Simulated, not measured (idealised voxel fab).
Process module name: voxel transistor to metal
Cross-section cut: width 195 nm, square cells of 5 nm.
Cross-section layout: square cells on a grid; listed as bands, top to bottom; a band spans one or more cell rows.
First you get the band's top height and its bottom height, in nm, and then the materials it's made of, left to right, with each width in nm. If you see a single material with "throughout", that one covers the band edge to edge. "empty" is empty space.
Measure heights from 0. That's the level where, below it, the as-received wafer is all one material. The lowest band is bottomless and extends downward; write it as in "top 0, no bottom".
So if you see something like "30->40" for the width, read it as the top row of the band sitting at the first number and the bottom row at the second, with every row in between moving by the same amount as the last.
Basically "nothing changed" means that step didn't change any cell in the cross-section.
Reported under the label "Voids, fully enclosed" are the empty spaces having no open way to the top and comprising 8 cells or more; the notation for each is width x height at distance, in which the distance is measured from the left edge and all three values are in nm.
It should be noted that, on the line of a given step, the content following the step's settings is a remark produced by the simulator itself with respect to that step.
Regarding "overlay nm": on a step with a mask, it is the distance the mask lay to the right of its planned place; a negative value places it to the left.
### Set out below are the planned steps of the process
- 1: RECEIVE | material Si
- 2: OXIDIZE | depth nm 5
- 3: CONFORMAL_DEP | material SiN | thk nm 15
- 4: MASKED_ETCH | tone cover | mask id ACTIVE | width nm 105 | etch materials SiN | depth nm 15 | overlay nm 0
- 5: MASKED_ETCH | tone cover | mask id ACTIVE | width nm 105 | etch materials SiO2 | depth nm 5 | overlay nm 0
- 6: MASKED_ETCH | tone cover | mask id ACTIVE | width nm 105 | etch materials Si | depth nm 25 | overlay nm 0
- 7: FILL_DEP | material SiO2 | thk nm 15
- 8: CMP | height nm 15
- 9: SELECTIVE_ETCH | etch materials SiO2 | depth nm 5
- 10: STRIP | etch materials SiN
- 11: SELECTIVE_ETCH | etch materials SiO2 | depth nm 5
- 12: OXIDIZE | depth nm 5
- 13: DIRECTIONAL_DEP | material polySi | thk nm 25
- 14: DIRECTIONAL_DEP | material SiCN | thk nm 10
- 15: MASKED_ETCH | tone cover | mask id GATE | width nm 15 | etch materials SiCN | depth nm 20 | overlay nm 0
- 16: MASKED_ETCH | tone cover | mask id GATE | width nm 15 | etch materials polySi | depth nm 35 | overlay nm 0
- 17: CONFORMAL_DEP | material SiO2 | thk nm 5
- 18: DIRECTIONAL_ETCH | etch materials SiO2 | depth nm 5
- 19: CONFORMAL_DEP | material SiN | thk nm 5
- 20: DIRECTIONAL_ETCH | etch materials SiN | depth nm 5
- 21: DIRECTIONAL_ETCH | etch materials SiO2 | depth nm 5
- 22: DIRECTIONAL_ETCH | etch materials Si | depth nm 5
- 23: EPI | material SiGe | thk nm 10
- 24: FILL_DEP | material SiO2 | thk nm 5
- 25: CMP | height nm 30
- 26: DIRECTIONAL_DEP | material SiO2 | thk nm 10
- 27: DIRECTIONAL_DEP | material aC | thk nm 15
- 28: PATTERN | tone open | mask id CONTACT | material resist | width nm 35 | pitch nm 60 | thk nm 35 | overlay nm 0
- 29: DIRECTIONAL_ETCH | etch materials aC | depth nm 15
- 30: STRIP | etch materials resist
- 31: DIRECTIONAL_ETCH | etch materials SiO2 | depth nm 45
- 32: STRIP | etch materials aC
- 33: CONFORMAL_DEP | material TiN | thk nm 5
- 34: FILL_DEP | material Ru | thk nm 10
- 35: CMP | height nm 40
- 36: CONFORMAL_DEP | material SiN | thk nm 5
- 37: DIRECTIONAL_DEP | material lowk | thk nm 25
- 38: MASKED_ETCH | tone open | mask id METAL_1 | width nm 20 | pitch nm 75 | etch materials lowk | depth nm 25 | overlay nm 0
- 39: MASKED_ETCH | tone open | mask id METAL_1 | width nm 15 | pitch nm 75 | etch materials SiN | depth nm 5 | overlay nm 0
- 40: CONFORMAL_DEP | material TiN | thk nm 5
- 41: FILL_DEP | material W | thk nm 10
- 42: CMP | height nm 70
- 43: CONFORMAL_DEP | material SiCN | thk nm 5
Across this set of wafers, the varied parameter is the width nm of step 39. Starting conditions are identical for every wafer, and the plan reports the value assigned to the first wafer.
### The as-received cross-section of the first of several wafers corresponds to the state after step 1
  top 0, no bottom: Si throughout
  Voids, fully enclosed: none
### The figure below presents a cross-section of the first of several wafers at the conclusion of the module, following its last step, step 43
  top 75, bottom 70: SiCN throughout
  top 70, bottom 50: lowk 50, TiN 5, W 10, TiN 5, lowk 55, TiN 5, W 10, TiN 5, lowk 50
  top 50, bottom 45: lowk 50, TiN 10, W 5, TiN 5, lowk 55, TiN 10, W 5, TiN 5, lowk 50
  top 45, bottom 40: SiN 55, TiN 15, SiN 60, TiN 15, SiN 50
  top 40, bottom 30: SiO2 50, TiN 5, Ru 25->20, TiN 5->10, SiO2 25, TiN 5->10, Ru 25->20, TiN 5, SiO2 50
  top 30, bottom 20: SiO2 50, TiN 5, Ru 20, TiN 5, SiN 5, SiO2 5, SiCN 15, SiO2 5, SiN 5, TiN 5, Ru 20, TiN 5, SiO2 50
  top 20, bottom 5: SiO2 50, TiN 5, Ru 20, TiN 5, SiN 5, SiO2 5, polySi 15, SiO2 5, SiN 5, TiN 5, Ru 20, TiN 5, SiO2 50
  top 5, bottom 0: SiO2 45, SiN 5, TiN 30, SiN 5, SiO2 5, polySi 15, SiO2 5, SiN 5, TiN 30, SiN 5, SiO2 45
  top 0, bottom -5: SiO2 45, SiN 5, SiGe 10, TiN 10, SiGe 10, SiN 5, SiO2 5, polySi 15, SiO2 5, SiN 5, SiGe 10, TiN 10, SiGe 10, SiN 5, SiO2 45
  top -5, bottom -10: SiO2 50, SiGe 30, SiO2 35, SiGe 30, SiO2 50
  top -10, bottom -15: SiO2 45, Si 5, SiGe 30, Si 35, SiGe 30, Si 5, SiO2 45
  top -15, bottom -30: SiO2 45, Si 105, SiO2 45
  top -30, no bottom: Si throughout
  Voids, fully enclosed: none
### The module's end: a cross-section of the last wafer
  top 75, bottom 70: SiCN throughout
  top 70, bottom 45: lowk 50, TiN 5, W 10, TiN 5, lowk 55, TiN 5, W 10, TiN 5, lowk 50
  top 45, bottom 40: SiN 50, TiN 20, SiN 55, TiN 20, SiN 50
  top 40, bottom 30: SiO2 50, TiN 5, Ru 25->20, TiN 5->10, SiO2 25, TiN 5->10, Ru 25->20, TiN 5, SiO2 50
  top 30, bottom 20: SiO2 50, TiN 5, Ru 20, TiN 5, SiN 5, SiO2 5, SiCN 15, SiO2 5, SiN 5, TiN 5, Ru 20, TiN 5, SiO2 50
  top 20, bottom 5: SiO2 50, TiN 5, Ru 20, TiN 5, SiN 5, SiO2 5, polySi 15, SiO2 5, SiN 5, TiN 5, Ru 20, TiN 5, SiO2 50
  top 5, bottom 0: SiO2 45, SiN 5, TiN 30, SiN 5, SiO2 5, polySi 15, SiO2 5, SiN 5, TiN 30, SiN 5, SiO2 45
  top 0, bottom -5: SiO2 45, SiN 5, SiGe 10, TiN 10, SiGe 10, SiN 5, SiO2 5, polySi 15, SiO2 5, SiN 5, SiGe 10, TiN 10, SiGe 10, SiN 5, SiO2 45
  top -5, bottom -10: SiO2 50, SiGe 30, SiO2 35, SiGe 30, SiO2 50
  top -10, bottom -15: SiO2 45, Si 5, SiGe 30, Si 35, SiGe 30, Si 5, SiO2 45
  top -15, bottom -30: SiO2 45, Si 105, SiO2 45
  top -30, no bottom: Si throughout
  Voids, fully enclosed: none
### Note: the following table is arranged by wafer, a row apiece. Each row reports the end-of-module state: per material, cells gained (+) or cells lost (-) compared with the wafer as received; closed voids follow
width nm 15 | +58 Ru | -162 Si | +45 SiCN | +32 SiGe | +51 SiN | +299 SiO2 | +74 TiN | +18 W | +155 lowk | +15 polySi | Voids, fully enclosed: none
width nm 20 | +58 Ru | -162 Si | +45 SiCN | +32 SiGe | +49 SiN | +299 SiO2 | +74 TiN | +20 W | +155 lowk | +15 polySi | Voids, fully enclosed: none
width nm 25 | +58 Ru | -162 Si | +45 SiCN | +32 SiGe | +49 SiN | +299 SiO2 | +74 TiN | +20 W | +155 lowk | +15 polySi | Voids, fully enclosed: none
width nm 30 | +58 Ru | -162 Si | +45 SiCN | +32 SiGe | +49 SiN | +299 SiO2 | +74 TiN | +20 W | +155 lowk | +15 polySi | Voids, fully enclosed: none
width nm 35 | +58 Ru | -162 Si | +45 SiCN | +32 SiGe | +49 SiN | +299 SiO2 | +74 TiN | +20 W | +155 lowk | +15 polySi | Voids, fully enclosed: none
